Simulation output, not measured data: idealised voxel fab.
This is a process module. Its name is voxel wiring stack.
FYI the section here is cut, 215 nm wide, cells are 5 nm squares.
If you're reading a cross-section in this doc, picture square cells in a grid; it comes to you as bands, top ones listed first down to the bottom, and a band can be one or more rows of cells. Read a band's entry like this: the first values are the height of its top and the height of its bottom in nm, and what follows is the sequence of materials from left to right, each with its width in nm. Note that "empty" is empty space, and that a single material marked "full width" reaches across the band from edge to edge. Beneath 0, the wafer as received is one material, and that level is where height counting begins. The lowest band goes on downward without a bottom; it is written like "0 -> down". Think of "30 to 40" as a width that walks from the first number to the second as you go down the band, top row to bottom row, taking equal-sized steps from row to row. "remained unchanged" -> step changed no cross-section cell. Heads up: "Unvented internal voids" only lists the empty pockets with no open path to the top that are 8 cells or more, and it writes them as width x height at distance, distance from the left edge, in nm. Text after the settings on a step's line: the simulator's own remark on that step. overlay nm, on a step with a mask: how far to the right of its planned place the mask lay; to the left if negative. What follows is a series of pairs. Each pair shows a cross-section before one process step and the cross-section after it, and the after view is drawn only down to the lowest band that changed. Beneath each pair is the step that lies between the two, with its settings. Pairs may come from different runs of this module on the same starting wafer, so a pair continues from the one above it only where its entry headed "Pre-step profile" says so.

Pre-step profile:
    15 -> 0  SiO2 full width
    0 -> down  Si full width
    Unvented internal voids: none

Post-Step Cross-Section:
    30 -> 0  SiO2 full width
    below 0: unchanged
    Unvented internal voids: none
Between the cross-sections above, the step performed was CONFORMAL_DEP [material SiO2] [thk nm 15]

Pre-step profile: look at the pair above, its after cross-section is where this step starts.

Post-Step Cross-Section:
    35 -> 30  TiN full width
    below 30: unchanged
    Unvented internal voids: none
Between the cross-sections above, the step performed was DIRECTIONAL_DEP [material TiN] [thk nm 5]

Pre-step profile: look at the pair above, its after cross-section is where this step starts.

Post-Step Cross-Section:
    60 -> 35  W full width
    below 35: unchanged
    Unvented internal voids: none
Between the cross-sections above, the step performed was DIRECTIONAL_DEP [material W] [thk nm 25]

Pre-step profile: look at the pair above, its after cross-section is where this step starts.

Post-Step Cross-Section:
    60 -> 35  empty=70, W=25, empty=25, W=25, empty=70
    below 35: unchanged
    Unvented internal voids: none
Between the cross-sections above, the step performed was MASKED_ETCH [tone cover] [mask id METAL_1] [width nm 25] [pitch nm 50] [etch materials W] [depth nm 25] [overlay nm 0]

Pre-step profile: look at the pair above, its after cross-section is where this step starts.

Post-Step Cross-Section:
    60 -> 35  empty=70, W=25, empty=25, W=25, empty=70
    35 -> 30  empty=70, TiN=25, empty=25, TiN=25, empty=70
    below 30: unchanged
    Unvented internal voids: none
Between the cross-sections above, the step performed was MASKED_ETCH [tone cover] [mask id METAL_1] [width nm 25] [pitch nm 50] [etch materials TiN] [depth nm 5] [overlay nm 0]

Pre-step profile: look at the pair above, its after cross-section is where this step starts.

Post-Step Cross-Section:
    65 -> 60  empty=65, SiCN=35, empty=15, SiCN=35, empty=65
    60 -> 35  empty=65, SiCN=5, W=25, SiCN=5, empty=15, SiCN=5, W=25, SiCN=5, empty=65
    35 -> 30  SiCN=70, TiN=25, SiCN=25, TiN=25, SiCN=70
    below 30: unchanged
    Unvented internal voids: none
Between the cross-sections above, the step performed was CONFORMAL_DEP [material SiCN] [thk nm 5]

Pre-step profile: look at the pair above, its after cross-section is where this step starts.

Post-Step Cross-Section:
    75 -> 65  lowk full width
    65 -> 60  lowk=65, SiCN=35, lowk=15, SiCN=35, lowk=65
    60 -> 35  lowk=65, SiCN=5, W=25, SiCN=5, lowk=15, SiCN=5, W=25, SiCN=5, lowk=65
    below 35: unchanged
    Unvented internal voids: none
Between the cross-sections above, the step performed was FILL_DEP [material lowk] [thk nm 10]

Pre-step profile: look at the pair above, its after cross-section is where this step starts.

Post-Step Cross-Section:
    45 -> 35  lowk=65, SiCN=5, W=25, SiCN=5, lowk=15, SiCN=5, W=25, SiCN=5, lowk=65
    below 35: unchanged
    Unvented internal voids: none
Between the cross-sections above, the step performed was CMP [height nm 45]

Pre-step profile: look at the pair above, its after cross-section is where this step starts.

Post-Step Cross-Section:
    50 -> 45  SiCN full width
    below 45: unchanged
    Unvented internal voids: none
Between the cross-sections above, the step performed was CONFORMAL_DEP [material SiCN] [thk nm 5]

Pre-step profile: look at the pair above, its after cross-section is where this step starts.

Post-Step Cross-Section:
    60 -> 50  lowk full width
    below 50: unchanged
    Unvented internal voids: none
Between the cross-sections above, the step performed was DIRECTIONAL_DEP [material lowk] [thk nm 10]

Pre-step profile: look at the pair above, its after cross-section is where this step starts.

Post-Step Cross-Section:
    75 -> 60  aC full width
    below 60: unchanged
    Unvented internal voids: none
Between the cross-sections above, the step performed was DIRECTIONAL_DEP [material aC] [thk nm 15]

Pre-step profile: look at the pair above, its after cross-section is where this step starts.

Post-Step Cross-Section:
    110 -> 75  resist=70, empty=15, resist=35, empty=15, resist=80
    below 75: unchanged
    Unvented internal voids: none
Between the cross-sections above, the step performed was PATTERN [tone open] [mask id PLUG_1] [material resist] [width nm 15] [pitch nm 50] [thk nm 35] [overlay nm 0]

Pre-step profile: look at the pair above, its after cross-section is where this step starts.

Post-Step Cross-Section:
    95 -> 75  resist=70, empty=15, resist=35, empty=15, resist=80
    75 -> 60  aC=70, empty=15, aC=35, empty=15, aC=80
    below 60: unchanged
    Unvented internal voids: none
Between the cross-sections above, the step performed was DIRECTIONAL_ETCH [etch materials aC] [depth nm 15]

Pre-step profile: look at the pair above, its after cross-section is where this step starts.

Post-Step Cross-Section:
    75 -> 60  aC=70, empty=15, aC=35, empty=15, aC=80
    below 60: unchanged
    Unvented internal voids: none
Between the cross-sections above, the step performed was STRIP [etch materials resist]

Pre-step profile: look at the pair above, its after cross-section is where this step starts.

Post-Step Cross-Section:
    75 -> 60  aC=70, empty=15, aC=35, empty=15, aC=80
    60 -> 50  lowk=70, empty=15, lowk=35, empty=15, lowk=80
    below 50: unchanged
    Unvented internal voids: none
Between the cross-sections above, the step performed was DIRECTIONAL_ETCH [etch materials lowk] [depth nm 10]

Pre-step profile: look at the pair above, its after cross-section is where this step starts.

Post-Step Cross-Section:
    75 -> 60  aC=70, empty=15, aC=35, empty=15, aC=80
    60 -> 50  lowk=70, empty=15, lowk=35, empty=15, lowk=80
    50 -> 45  SiCN=70, empty=15, SiCN=35, empty=15, SiCN=80
    below 45: unchanged
    Unvented internal voids: none
Between the cross-sections above, the step performed was DIRECTIONAL_ETCH [etch materials SiCN] [depth nm 5]

Pre-step profile: look at the pair above, its after cross-section is where this step starts.

Post-Step Cross-Section:
    60 -> 50  lowk=70, empty=15, lowk=35, empty=15, lowk=80
    below 50: unchanged
    Unvented internal voids: none
Between the cross-sections above, the step performed was STRIP [etch materials aC]

Pre-step profile: look at the pair above, its after cross-section is where this step starts.

Post-Step Cross-Section:
    65 -> 60  TiN=75, empty=5, TiN=45, empty=5, TiN=85
    60 -> 50  lowk=70, TiN=5, empty=5, TiN=5, lowk=35, TiN=5, empty=5, TiN=5, lowk=80
    50 -> 45  SiCN=70, TiN=15, SiCN=35, TiN=15, SiCN=80
    below 45: unchanged
    Unvented internal voids: none
Between the cross-sections above, the step performed was CONFORMAL_DEP [material TiN] [thk nm 5]

Pre-step profile: look at the pair above, its after cross-section is where this step starts.

Post-Step Cross-Section:
    70 -> 65  W full width
    65 -> 60  TiN=75, W=5, TiN=45, W=5, TiN=85
    60 -> 50  lowk=70, TiN=5, W=5, TiN=5, lowk=35, TiN=5, W=5, TiN=5, lowk=80
    below 50: unchanged
    Unvented internal voids: none
Between the cross-sections above, the step performed was FILL_DEP [material W] [thk nm 5]

Pre-step profile: look at the pair above, its after cross-section is where this step starts.

Post-Step Cross-Section:
    60 -> 50  lowk=70, TiN=5, W=5, TiN=5, lowk=35, TiN=5, W=5, TiN=5, lowk=80
    below 50: unchanged
    Unvented internal voids: none
Between the cross-sections above, the step performed was CMP [height nm 60]

Pre-step profile: look at the pair above, its after cross-section is where this step starts.

Post-Step Cross-Section:
    65 -> 60  TiN full width
    below 60: unchanged
    Unvented internal voids: none
Between the cross-sections above, the step performed was DIRECTIONAL_DEP [material TiN] [thk nm 5]

Pre-step profile: look at the pair above, its after cross-section is where this step starts.

Post-Step Cross-Section:
    80 -> 65  W full width
    below 65: unchanged
    Unvented internal voids: none
Between the cross-sections above, the step performed was DIRECTIONAL_DEP [material W] [thk nm 15]

Pre-step profile: look at the pair above, its after cross-section is where this step starts.

Post-Step Cross-Section:
    80 -> 65  empty=70, W=25, empty=25, W=25, empty=70
    below 65: unchanged
    Unvented internal voids: none
Between the cross-sections above, the step performed was MASKED_ETCH [tone cover] [mask id METAL_2] [width nm 25] [pitch nm 50] [etch materials W] [depth nm 15] [overlay nm 0]

Pre-step profile: look at the pair above, its after cross-section is where this step starts.

Post-Step Cross-Section:
    80 -> 65  empty=70, W=25, empty=25, W=25, empty=70
    65 -> 60  empty=70, TiN=25, empty=25, TiN=25, empty=70
    below 60: unchanged
    Unvented internal voids: none
Between the cross-sections above, the step performed was MASKED_ETCH [tone cover] [mask id METAL_2] [width nm 25] [pitch nm 50] [etch materials TiN] [depth nm 5] [overlay nm 0]

Pre-step profile: look at the pair above, its after cross-section is where this step starts.

Post-Step Cross-Section:
    85 -> 80  empty=65, SiN=35, empty=15, SiN=35, empty=65
    80 -> 65  empty=65, SiN=5, W=25, SiN=5, empty=15, SiN=5, W=25, SiN=5, empty=65
    65 -> 60  SiN=70, TiN=25, SiN=25, TiN=25, SiN=70
    below 60: unchanged
    Unvented internal voids: none
Between the cross-sections above, the step performed was CONFORMAL_DEP [material SiN] [thk nm 5]

Pre-step profile: look at the pair above, its after cross-section is where this step starts.

Post-Step Cross-Section:
    90 -> 85  SiO2 full width
    85 -> 80  SiO2=65, SiN=35, SiO2=15, SiN=35, SiO2=65
    80 -> 65  SiO2=65, SiN=5, W=25, SiN=5, SiO2=15, SiN=5, W=25, SiN=5, SiO2=65
    below 65: unchanged
    Unvented internal voids: none
Between the cross-sections above, the step performed was FILL_DEP [material SiO2] [thk nm 5]

Pre-step profile: look at the pair above, its after cross-section is where this step starts.

Post-Step Cross-Section:
    80 -> 65  SiO2=65, SiN=5, W=25, SiN=5, SiO2=15, SiN=5, W=25, SiN=5, SiO2=65
    below 65: unchanged
    Unvented internal voids: none
Between the cross-sections above, the step performed was CMP [height nm 80]

Pre-step profile: look at the pair above, its after cross-section is where this step starts.

Post-Step Cross-Section:
    85 -> 80  SiCN full width
    below 80: unchanged
    Unvented internal voids: none
Between the cross-sections above, the step performed was CONFORMAL_DEP [material SiCN] [thk nm 5]

Pre-step profile: look at the pair above, its after cross-section is where this step starts.

Post-Step Cross-Section:
    110 -> 85  SiO2 full width
    below 85: unchanged
    Unvented internal voids: none
Between the cross-sections above, the step performed was DIRECTIONAL_DEP [material SiO2] [thk nm 25]

Pre-step profile: look at the pair above, its after cross-section is where this step starts.

Post-Step Cross-Section:
    125 -> 110  aC full width
    below 110: unchanged
    Unvented internal voids: none
Between the cross-sections above, the step performed was DIRECTIONAL_DEP [material aC] [thk nm 15]

Pre-step profile: look at the pair above, its after cross-section is where this step starts.

Post-Step Cross-Section:
    155 -> 125  resist=70, empty=25, resist=25, empty=25, resist=70
    below 125: unchanged
    Unvented internal voids: none
Between the cross-sections above, the step performed was PATTERN [tone open] [mask id METAL_3] [material resist] [width nm 25] [pitch nm 50] [thk nm 30] [overlay nm 0]

Pre-step profile: look at the pair above, its after cross-section is where this step starts.

Post-Step Cross-Section:
    140 -> 125  resist=70, empty=25, resist=25, empty=25, resist=70
    125 -> 110  aC=70, empty=25, aC=25, empty=25, aC=70
    below 110: unchanged
    Unvented internal voids: none
Between the cross-sections above, the step performed was DIRECTIONAL_ETCH [etch materials aC] [depth nm 15]

Pre-step profile: look at the pair above, its after cross-section is where this step starts.

Post-Step Cross-Section:
    125 -> 110  aC=70, empty=25, aC=25, empty=25, aC=70
    below 110: unchanged
    Unvented internal voids: none
Between the cross-sections above, the step performed was STRIP [etch materials resist]

Pre-step profile: look at the pair above, its after cross-section is where this step starts.

Post-Step Cross-Section:
    125 -> 110  aC=70, empty=25, aC=25, empty=25, aC=70
    110 -> 95  SiO2=70, empty=25, SiO2=25, empty=25, SiO2=70
    below 95: unchanged
    Unvented internal voids: none
Between the cross-sections above, the step performed was DIRECTIONAL_ETCH [etch materials SiO2] [depth nm 15]

Pre-step profile: look at the pair above, its after cross-section is where this step starts.

Post-Step Cross-Section:
    110 -> 95  SiO2=70, empty=25, SiO2=25, empty=25, SiO2=70
    below 95: unchanged
    Unvented internal voids: none
Between the cross-sections above, the step performed was STRIP [etch materials aC]

Pre-step profile: look at the pair above, its after cross-section is where this step starts.

Post-Step Cross-Section:
    130 -> 110  resist=70, empty=15, resist=130
    110 -> 95  SiO2=70, empty=15, resist=10, SiO2=25, resist=25, SiO2=70
    below 95: unchanged
    Unvented internal voids: none
Between the cross-sections above, the step performed was PATTERN [tone open] [mask id METAL_3_HOLES] [material resist] [width nm 15] [thk nm 20] [overlay nm 0]

Pre-step profile: look at the pair above, its after cross-section is where this step starts.

Post-Step Cross-Section:
    130 -> 110  resist=70, empty=15, resist=130
    110 -> 95  SiO2=70, empty=15, resist=10, SiO2=25, resist=25, SiO2=70
    95 -> 85  SiO2=70, empty=15, SiO2=130
    below 85: unchanged
    Unvented internal voids: none
Between the cross-sections above, the step performed was DIRECTIONAL_ETCH [etch materials SiO2] [depth nm 10]

Pre-step profile: look at the pair above, its after cross-section is where this step starts.

Post-Step Cross-Section:
    130 -> 110  resist=70, empty=15, resist=130
    110 -> 95  SiO2=70, empty=15, resist=10, SiO2=25, resist=25, SiO2=70
    95 -> 85  SiO2=70, empty=15, SiO2=130
    85 -> 80  SiCN=70, empty=15, SiCN=130
    below 80: unchanged
    Unvented internal voids: none
Between the cross-sections above, the step performed was DIRECTIONAL_ETCH [etch materials SiCN] [depth nm 5]

Pre-step profile: look at the pair above, its after cross-section is where this step starts.

Post-Step Cross-Section:
    110 -> 95  SiO2=70, empty=25, SiO2=25, empty=25, SiO2=70
    below 95: unchanged
    Unvented internal voids: none
Between the cross-sections above, the step performed was STRIP [etch materials resist]

Pre-step profile: look at the pair above, its after cross-section is where this step starts.

Post-Step Cross-Section:
    115 -> 110  TiN=75, empty=15, TiN=35, empty=15, TiN=75
    110 -> 100  SiO2=70, TiN=5, empty=15, TiN=5, SiO2=25, TiN=5, empty=15, TiN=5, SiO2=70
    100 -> 95  SiO2=70, TiN=5, empty=5, TiN=15, SiO2=25, TiN=25, SiO2=70
    95 -> 85  SiO2=70, TiN=5, empty=5, TiN=5, SiO2=130
    85 -> 80  SiCN=70, TiN=15, SiCN=130
    below 80: unchanged
    Unvented internal voids: none
Between the cross-sections above, the step performed was CONFORMAL_DEP [material TiN] [thk nm 5]

Pre-step profile: look at the pair above, its after cross-section is where this step starts.

Post-Step Cross-Section:
    125 -> 115  Ru full width
    115 -> 110  TiN=75, Ru=15, TiN=35, Ru=15, TiN=75
    110 -> 100  SiO2=70, TiN=5, Ru=15, TiN=5, SiO2=25, TiN=5, Ru=15, TiN=5, SiO2=70
    100 -> 95  SiO2=70, TiN=5, Ru=5, TiN=15, SiO2=25, TiN=25, SiO2=70
    95 -> 85  SiO2=70, TiN=5, Ru=5, TiN=5, SiO2=130
    below 85: unchanged
    Unvented internal voids: none
Between the cross-sections above, the step performed was FILL_DEP [material Ru] [thk nm 10]

Pre-step profile: look at the pair above, its after cross-section is where this step starts.

Post-Step Cross-Section:
    110 -> 100  SiO2=70, TiN=5, Ru=15, TiN=5, SiO2=25, TiN=5, Ru=15, TiN=5, SiO2=70
    below 100: unchanged
    Unvented internal voids: none
Between the cross-sections above, the step performed was CMP [height nm 110]

Pre-step profile: look at the pair above, its after cross-section is where this step starts.

Post-Step Cross-Section:
    115 -> 110  SiN full width
    below 110: unchanged
    Unvented internal voids: none
Between the cross-sections above, the step performed was CONFORMAL_DEP [material SiN] [thk nm 5]

Pre-step profile:
    85 -> 80  SiCN full width
    80 -> 65  SiO2=65, SiN=5, W=25, SiN=5, SiO2=15, SiN=5, W=25, SiN=5, SiO2=65
    65 -> 60  SiN=70, TiN=25, SiN=25, TiN=25, SiN=70
    60 -> 50  lowk=70, TiN=5, W=5, TiN=5, lowk=35, TiN=5, W=5, TiN=5, lowk=80
    50 -> 45  SiCN=70, TiN=15, SiCN=35, TiN=15, SiCN=80
    45 -> 20  lowk=65, SiCN=5, W=25, SiCN=5, lowk=15, SiCN=5, W=25, SiCN=5, lowk=65
    20 -> 15  SiCN=70, TiN=25, SiCN=25, TiN=25, SiCN=70
    15 -> 0  SiO2 full width
    0 -> down  Si full width
    Unvented internal voids: none

Post-Step Cross-Section:
    100 -> 85  aC full width
    below 85: unchanged
    Unvented internal voids: none
Between the cross-sections above, the step performed was DIRECTIONAL_DEP [material aC] [thk nm 15]

Pre-step profile: look at the pair above, its after cross-section is where this step starts.

Post-Step Cross-Section:
    125 -> 100  SiO2 full width
    below 100: unchanged
    Unvented internal voids: none
Between the cross-sections above, the step performed was DIRECTIONAL_DEP [material SiO2] [thk nm 25]

Pre-step profile: look at the pair above, its after cross-section is where this step starts.

Post-Step Cross-Section:
    155 -> 125  resist=70, empty=25, resist=25, empty=25, resist=70
    below 125: unchanged
    Unvented internal voids: none
Between the cross-sections above, the step performed was PATTERN [tone open] [mask id METAL_3] [material resist] [width nm 25] [pitch nm 50] [thk nm 30] [overlay nm 0]

Pre-step profile: look at the pair above, its after cross-section is where this step starts.

Post-Step Cross-Section:
    140 -> 125  resist=70, empty=25, resist=25, empty=25, resist=70
    below 125: unchanged
    Unvented internal voids: none
Between the cross-sections above, the step performed was DIRECTIONAL_ETCH [etch materials aC] [depth nm 15]

Pre-step profile: look at the pair above, its after cross-section is where this step starts.

Post-Step Cross-Section:
    125 -> 100  SiO2 full width
    below 100: unchanged
    Unvented internal voids: none
Between the cross-sections above, the step performed was STRIP [etch materials resist]

Pre-step profile: look at the pair above, its after cross-section is where this step starts.

Post-Step Cross-Section:
    110 -> 100  SiO2 full width
    below 100: unchanged
    Unvented internal voids: none
Between the cross-sections above, the step performed was DIRECTIONAL_ETCH [etch materials SiO2] [depth nm 15]

Pre-step profile: look at the pair above, its after cross-section is where this step starts.

Post-Step Cross-Section:
    130 -> 110  resist=70, empty=15, resist=130
    below 110: unchanged
    Unvented internal voids: none
Between the cross-sections above, the step performed was PATTERN [tone open] [mask id METAL_3_HOLES] [material resist] [width nm 15] [thk nm 20] [overlay nm 0]

Pre-step profile: look at the pair above, its after cross-section is where this step starts.

Post-Step Cross-Section:
    130 -> 110  resist=70, empty=15, resist=130
    110 -> 100  SiO2=70, empty=15, SiO2=130
    below 100: unchanged
    Unvented internal voids: none
Between the cross-sections above, the step performed was DIRECTIONAL_ETCH [etch materials SiO2] [depth nm 10]

Pre-step profile: look at the pair above, its after cross-section is where this step starts.

Post-Step Cross-Section:
    110 -> 100  SiO2=70, empty=15, SiO2=130
    below 100: unchanged
    Unvented internal voids: none
Between the cross-sections above, the step performed was STRIP [etch materials resist]

Pre-step profile: look at the pair above, its after cross-section is where this step starts.

Post-Step Cross-Section:
    115 -> 110  TiN=75, empty=5, TiN=135
    110 -> 105  SiO2=70, TiN=5, empty=5, TiN=5, SiO2=130
    105 -> 100  SiO2=70, TiN=15, SiO2=130
    below 100: unchanged
    Unvented internal voids: none
Between the cross-sections above, the step performed was CONFORMAL_DEP [material TiN] [thk nm 5]

Pre-step profile: look at the pair above, its after cross-section is where this step starts.

Post-Step Cross-Section:
    125 -> 115  Ru full width
    115 -> 110  TiN=75, Ru=5, TiN=135
    110 -> 105  SiO2=70, TiN=5, Ru=5, TiN=5, SiO2=130
    below 105: unchanged
    Unvented internal voids: none
Between the cross-sections above, the step performed was FILL_DEP [material Ru] [thk nm 10]

Pre-step profile: look at the pair above, its after cross-section is where this step starts.

Post-Step Cross-Section:
    110 -> 105  SiO2=70, TiN=5, Ru=5, TiN=5, SiO2=130
    below 105: unchanged
    Unvented internal voids: none
Between the cross-sections above, the step performed was CMP [height nm 110]

Pre-step profile: look at the pair above, its after cross-section is where this step starts.

Post-Step Cross-Section:
    115 -> 110  SiN full width
    below 110: unchanged
    Unvented internal voids: none
Between the cross-sections above, the step performed was CONFORMAL_DEP [material SiN] [thk nm 5]

Pre-step profile:
    0 -> down  Si full width
    Unvented internal voids: none

Post-Step Cross-Section:
    5 -> 0  SiO2 full width
    below 0: unchanged
    Unvented internal voids: none
Between the cross-sections above, the step performed was CONFORMAL_DEP [material SiO2] [thk nm 5]

Pre-step profile: look at the pair above, its after cross-section is where this step starts.

Post-Step Cross-Section:
    10 -> 5  TiN full width
    below 5: unchanged
    Unvented internal voids: none
Between the cross-sections above, the step performed was DIRECTIONAL_DEP [material TiN] [thk nm 5]

Pre-step profile: look at the pair above, its after cross-section is where this step starts.

Post-Step Cross-Section:
    35 -> 10  W full width
    below 10: unchanged
    Unvented internal voids: none
Between the cross-sections above, the step performed was DIRECTIONAL_DEP [material W] [thk nm 25]

Pre-step profile: look at the pair above, its after cross-section is where this step starts.

Post-Step Cross-Section:
    35 -> 10  empty=70, W=25, empty=25, W=25, empty=70
    below 10: unchanged
    Unvented internal voids: none
Between the cross-sections above, the step performed was MASKED_ETCH [tone cover] [mask id METAL_1] [width nm 25] [pitch nm 50] [etch materials W] [depth nm 25] [overlay nm 0]

Pre-step profile: look at the pair above, its after cross-section is where this step starts.

Post-Step Cross-Section:
    35 -> 10  empty=70, W=25, empty=25, W=25, empty=70
    10 -> 5  empty=70, TiN=25, empty=25, TiN=25, empty=70
    below 5: unchanged
    Unvented internal voids: none
Between the cross-sections above, the step performed was MASKED_ETCH [tone cover] [mask id METAL_1] [width nm 25] [pitch nm 50] [etch materials TiN] [depth nm 5] [overlay nm 0]

Pre-step profile: look at the pair above, its after cross-section is where this step starts.

Post-Step Cross-Section:
    40 -> 35  empty=65, SiCN=35, empty=15, SiCN=35, empty=65
    35 -> 10  empty=65, SiCN=5, W=25, SiCN=5, empty=15, SiCN=5, W=25, SiCN=5, empty=65
    10 -> 5  SiCN=70, TiN=25, SiCN=25, TiN=25, SiCN=70
    below 5: unchanged
    Unvented internal voids: none
Between the cross-sections above, the step performed was CONFORMAL_DEP [material SiCN] [thk nm 5]

Pre-step profile: look at the pair above, its after cross-section is where this step starts.

Post-Step Cross-Section:
    50 -> 40  lowk full width
    40 -> 35  lowk=65, SiCN=35, lowk=15, SiCN=35, lowk=65
    35 -> 10  lowk=65, SiCN=5, W=25, SiCN=5, lowk=15, SiCN=5, W=25, SiCN=5, lowk=65
    below 10: unchanged
    Unvented internal voids: none
Between the cross-sections above, the step performed was FILL_DEP [material lowk] [thk nm 10]

Pre-step profile: look at the pair above, its after cross-section is where this step starts.

Post-Step Cross-Section:
    45 -> 40  lowk full width
    below 40: unchanged
    Unvented internal voids: none
Between the cross-sections above, the step performed was CMP [height nm 45]

Pre-step profile: look at the pair above, its after cross-section is where this step starts.

Post-Step Cross-Section:
    50 -> 45  SiCN full width
    below 45: unchanged
    Unvented internal voids: none
Between the cross-sections above, the step performed was CONFORMAL_DEP [material SiCN] [thk nm 5]

Pre-step profile: look at the pair above, its after cross-section is where this step starts.

Post-Step Cross-Section:
    60 -> 50  lowk full width
    below 50: unchanged
    Unvented internal voids: none
Between the cross-sections above, the step performed was DIRECTIONAL_DEP [material lowk] [thk nm 10]

Pre-step profile: look at the pair above, its after cross-section is where this step starts.

Post-Step Cross-Section:
    75 -> 60  aC full width
    below 60: unchanged
    Unvented internal voids: none
Between the cross-sections above, the step performed was DIRECTIONAL_DEP [material aC] [thk nm 15]

Pre-step profile: look at the pair above, its after cross-section is where this step starts.

Post-Step Cross-Section:
    110 -> 75  resist=70, empty=15, resist=35, empty=15, resist=80
    below 75: unchanged
    Unvented internal voids: none
Between the cross-sections above, the step performed was PATTERN [tone open] [mask id PLUG_1] [material resist] [width nm 15] [pitch nm 50] [thk nm 35] [overlay nm 0]

Pre-step profile: look at the pair above, its after cross-section is where this step starts.

Post-Step Cross-Section:
    95 -> 75  resist=70, empty=15, resist=35, empty=15, resist=80
    75 -> 60  aC=70, empty=15, aC=35, empty=15, aC=80
    below 60: unchanged
    Unvented internal voids: none
Between the cross-sections above, the step performed was DIRECTIONAL_ETCH [etch materials aC] [depth nm 15]

Pre-step profile: look at the pair above, its after cross-section is where this step starts.

Post-Step Cross-Section:
    75 -> 60  aC=70, empty=15, aC=35, empty=15, aC=80
    below 60: unchanged
    Unvented internal voids: none
Between the cross-sections above, the step performed was STRIP [etch materials resist]

Pre-step profile: look at the pair above, its after cross-section is where this step starts.

Post-Step Cross-Section:
    75 -> 60  aC=70, empty=15, aC=35, empty=15, aC=80
    60 -> 50  lowk=70, empty=15, lowk=35, empty=15, lowk=80
    below 50: unchanged
    Unvented internal voids: none
Between the cross-sections above, the step performed was DIRECTIONAL_ETCH [etch materials lowk] [depth nm 10]

Pre-step profile: look at the pair above, its after cross-section is where this step starts.

Post-Step Cross-Section:
    75 -> 60  aC=70, empty=15, aC=35, empty=15, aC=80
    60 -> 50  lowk=70, empty=15, lowk=35, empty=15, lowk=80
    50 -> 45  SiCN=70, empty=15, SiCN=35, empty=15, SiCN=80
    below 45: unchanged
    Unvented internal voids: none
Between the cross-sections above, the step performed was DIRECTIONAL_ETCH [etch materials SiCN] [depth nm 5]

Pre-step profile: look at the pair above, its after cross-section is where this step starts.

Post-Step Cross-Section:
    60 -> 50  lowk=70, empty=15, lowk=35, empty=15, lowk=80
    below 50: unchanged
    Unvented internal voids: none
Between the cross-sections above, the step performed was STRIP [etch materials aC]

Pre-step profile: look at the pair above, its after cross-section is where this step starts.

Post-Step Cross-Section:
    65 -> 60  TiN=75, empty=5, TiN=45, empty=5, TiN=85
    60 -> 50  lowk=70, TiN=5, empty=5, TiN=5, lowk=35, TiN=5, empty=5, TiN=5, lowk=80
    50 -> 45  SiCN=70, TiN=15, SiCN=35, TiN=15, SiCN=80
    below 45: unchanged
    Unvented internal voids: none
Between the cross-sections above, the step performed was CONFORMAL_DEP [material TiN] [thk nm 5]

Pre-step profile: look at the pair above, its after cross-section is where this step starts.

Post-Step Cross-Section:
    70 -> 65  W full width
    65 -> 60  TiN=75, W=5, TiN=45, W=5, TiN=85
    60 -> 50  lowk=70, TiN=5, W=5, TiN=5, lowk=35, TiN=5, W=5, TiN=5, lowk=80
    below 50: unchanged
    Unvented internal voids: none
Between the cross-sections above, the step performed was FILL_DEP [material W] [thk nm 5]

Pre-step profile: look at the pair above, its after cross-section is where this step starts.

Post-Step Cross-Section:
    60 -> 50  lowk=70, TiN=5, W=5, TiN=5, lowk=35, TiN=5, W=5, TiN=5, lowk=80
    below 50: unchanged
    Unvented internal voids: none
Between the cross-sections above, the step performed was CMP [height nm 60]

Pre-step profile: look at the pair above, its after cross-section is where this step starts.

Post-Step Cross-Section:
    65 -> 60  TiN full width
    below 60: unchanged
    Unvented internal voids: none
Between the cross-sections above, the step performed was DIRECTIONAL_DEP [material TiN] [thk nm 5]

Pre-step profile: look at the pair above, its after cross-section is where this step starts.

Post-Step Cross-Section:
    80 -> 65  W full width
    below 65: unchanged
    Unvented internal voids: none
Between the cross-sections above, the step performed was DIRECTIONAL_DEP [material W] [thk nm 15]

Pre-step profile: look at the pair above, its after cross-section is where this step starts.

Post-Step Cross-Section:
    80 -> 65  empty=70, W=25, empty=25, W=25, empty=70
    below 65: unchanged
    Unvented internal voids: none
Between the cross-sections above, the step performed was MASKED_ETCH [tone cover] [mask id METAL_2] [width nm 25] [pitch nm 50] [etch materials W] [depth nm 15] [overlay nm 0]

Pre-step profile: look at the pair above, its after cross-section is where this step starts.

Post-Step Cross-Section:
    80 -> 65  empty=70, W=25, empty=25, W=25, empty=70
    65 -> 60  empty=70, TiN=25, empty=25, TiN=25, empty=70
    below 60: unchanged
    Unvented internal voids: none
Between the cross-sections above, the step performed was MASKED_ETCH [tone cover] [mask id METAL_2] [width nm 25] [pitch nm 50] [etch materials TiN] [depth nm 5] [overlay nm 0]

Pre-step profile: look at the pair above, its after cross-section is where this step starts.

Post-Step Cross-Section:
    85 -> 80  empty=65, SiN=35, empty=15, SiN=35, empty=65
    80 -> 65  empty=65, SiN=5, W=25, SiN=5, empty=15, SiN=5, W=25, SiN=5, empty=65
    65 -> 60  SiN=70, TiN=25, SiN=25, TiN=25, SiN=70
    below 60: unchanged
    Unvented internal voids: none
Between the cross-sections above, the step performed was CONFORMAL_DEP [material SiN] [thk nm 5]

Pre-step profile: look at the pair above, its after cross-section is where this step starts.

Post-Step Cross-Section:
    90 -> 85  SiO2 full width
    85 -> 80  SiO2=65, SiN=35, SiO2=15, SiN=35, SiO2=65
    80 -> 65  SiO2=65, SiN=5, W=25, SiN=5, SiO2=15, SiN=5, W=25, SiN=5, SiO2=65
    below 65: unchanged
    Unvented internal voids: none
Between the cross-sections above, the step performed was FILL_DEP [material SiO2] [thk nm 5]

Pre-step profile: look at the pair above, its after cross-section is where this step starts.

Post-Step Cross-Section:
    80 -> 65  SiO2=65, SiN=5, W=25, SiN=5, SiO2=15, SiN=5, W=25, SiN=5, SiO2=65
    below 65: unchanged
    Unvented internal voids: none
Between the cross-sections above, the step performed was CMP [height nm 80]

Pre-step profile: look at the pair above, its after cross-section is where this step starts.

Post-Step Cross-Section:
    85 -> 80  SiCN full width
    below 80: unchanged
    Unvented internal voids: none
Between the cross-sections above, the step performed was CONFORMAL_DEP [material SiCN] [thk nm 5]

Pre-step profile: look at the pair above, its after cross-section is where this step starts.

Post-Step Cross-Section:
    110 -> 85  SiO2 full width
    below 85: unchanged
    Unvented internal voids: none
Between the cross-sections above, the step performed was DIRECTIONAL_DEP [material SiO2] [thk nm 25]

Pre-step profile: look at the pair above, its after cross-section is where this step starts.

Post-Step Cross-Section:
    125 -> 110  aC full width
    below 110: unchanged
    Unvented internal voids: none
Between the cross-sections above, the step performed was DIRECTIONAL_DEP [material aC] [thk nm 15]
